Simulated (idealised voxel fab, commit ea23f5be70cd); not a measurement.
This section sets out a process module, namely voxel gate over fins.
It is cross-section cut that appears here, measuring 145 nm in width, its square cells being 5 nm in size.
Heads up, the way a cross-section reads in here is a grid of square cells, handed over as bands from the top down, with every band being one or more rows of cells.
This entry defines a band. It first specifies the height of the band's top and the height of its bottom in nm, and then specifies the band's materials from left to right, stating each material with its width in nm. The word "everywhere" identifies a single material that fills the band from edge to edge, while the word "air" identifies empty space.
Heights from 0 (as-received wafer is one material below). Bottom band endless downward, as "0..down".
A two-number width, for instance "30->40", indicates that the width is equal to the first number in the top row of the band and to the second number in the bottom row, and that it changes by a constant amount per row of cells.
Basically "remains unaltered" means that step didn't change any cell in the cross-section.
Empty spaces counting at least 8 cells and having no open way to the top are listed in "Enclosed voids". The notation width x height at distance is used for each, the distance being from the left edge and all three values in nm.
That trailing text on a step's line, after the settings, is the simulator's own remark on the step.
You can add "overlay nm" to a step's line. For a step with a mask, it describes how far the mask lay to the right of its planned position, and a negative number describes a lay to the left.
# Below is the list of planned process steps
1. RECEIVE | material Si
2. CONFORMAL_DEP | material SiN | thk nm 5
3. PATTERN | tone cover | mask id FINS | material resist | width nm 15 | pitch nm 50 | thk nm 15 | overlay nm 0
4. DIRECTIONAL_ETCH | etch materials SiN | depth nm 5
5. DIRECTIONAL_ETCH | etch materials Si | depth nm 40
6. STRIP | etch materials resist
7. FILL_DEP | material SiO2 | thk nm 15
8. CMP | height nm 5
9. PATTERN | tone open | mask id RAIL | material resist | width nm 15 | thk nm 15 | overlay nm 0
10. DIRECTIONAL_ETCH | etch materials SiO2 | depth nm 40
11. STRIP | etch materials resist
12. CONFORMAL_DEP | material TiN | thk nm 5
13. FILL_DEP | material Ru | thk nm 5
14. CMP | height nm 5
15. SELECTIVE_ETCH | etch materials W Ru TiN | depth nm 20
16. FILL_DEP | material SiO2 | thk nm 5
17. CMP | height nm 5
18. SELECTIVE_ETCH | etch materials SiO2 | depth nm 15
19. STRIP | etch materials SiN
20. CONFORMAL_DEP | material HfO2 | thk nm 5
21. CONFORMAL_DEP | material TiN | thk nm 5
22. CONFORMAL_DEP | material TiAl | thk nm 5
23. CONFORMAL_DEP | material TiN | thk nm 5
24. FILL_DEP | material W | thk nm 15
25. CMP | height nm 30
26. CONFORMAL_DEP | material SiN | thk nm 10
# Incoming wafer in cross-section (state: after step 1)
> 0..down: Si everywhere
> Enclosed voids: none
# What the wafer looks like in cross-section after this module, when it starts as shown above and follows the plan above but one mistake is made in running it
> 40..30: SiN everywhere
> 30..20: W everywhere
> 20..15: TiN everywhere
> 15..10: TiAl=45, then TiN=5, then TiAl=45, then TiN=5, then TiAl=45
> 10..5: TiAl=5, then TiN=35, then TiAl=5, then TiN=5, then TiAl=5, then TiN=35, then TiAl=5, then TiN=5, then TiAl=5, then TiN=35, then TiAl=5
> 5..0: TiAl=5, then TiN=5, then HfO2=25, then TiN=5, then TiAl=15, then TiN=5, then HfO2=25, then TiN=5, then TiAl=15, then TiN=5, then HfO2=25, then TiN=5, then TiAl=5
> 0..-5: TiAl=5, then TiN=5, then HfO2=5, then Si=15, then HfO2=5, then TiN=25, then HfO2=5, then Si=15, then HfO2=5, then TiN=25, then HfO2=5, then Si=15, then HfO2=5, then TiN=5, then TiAl=5
> -5..-10: TiN=10, then HfO2=5, then Si=15, then HfO2=5, then TiN=5, then HfO2=15, then TiN=5, then HfO2=5, then Si=15, then HfO2=5, then TiN=5, then HfO2=15, then TiN=5, then HfO2=5, then Si=15, then HfO2=5, then TiN=10
> -10..-15: HfO2=15, then Si=15, then HfO2=15, then SiO2=5, then HfO2=15, then Si=15, then HfO2=15, then SiO2=5, then HfO2=15, then Si=15, then HfO2=15
> -15..-30: SiO2=15, then Si=15, then SiO2=10, then TiN=5, then Ru=5, then TiN=5, then SiO2=10, then Si=15, then SiO2=35, then Si=15, then SiO2=15
> -30..-35: SiO2=15, then Si=15, then SiO2=10, then TiN=15, then SiO2=10, then Si=15, then SiO2=35, then Si=15, then SiO2=15
> -35..-40: SiO2=15, then Si=15, then SiO2=35, then Si=15, then SiO2=35, then Si=15, then SiO2=15
> -40..down: Si everywhere
> Enclosed voids: none
What was the processing mistake? order of steps 18 and 19 inverted relative to the plan
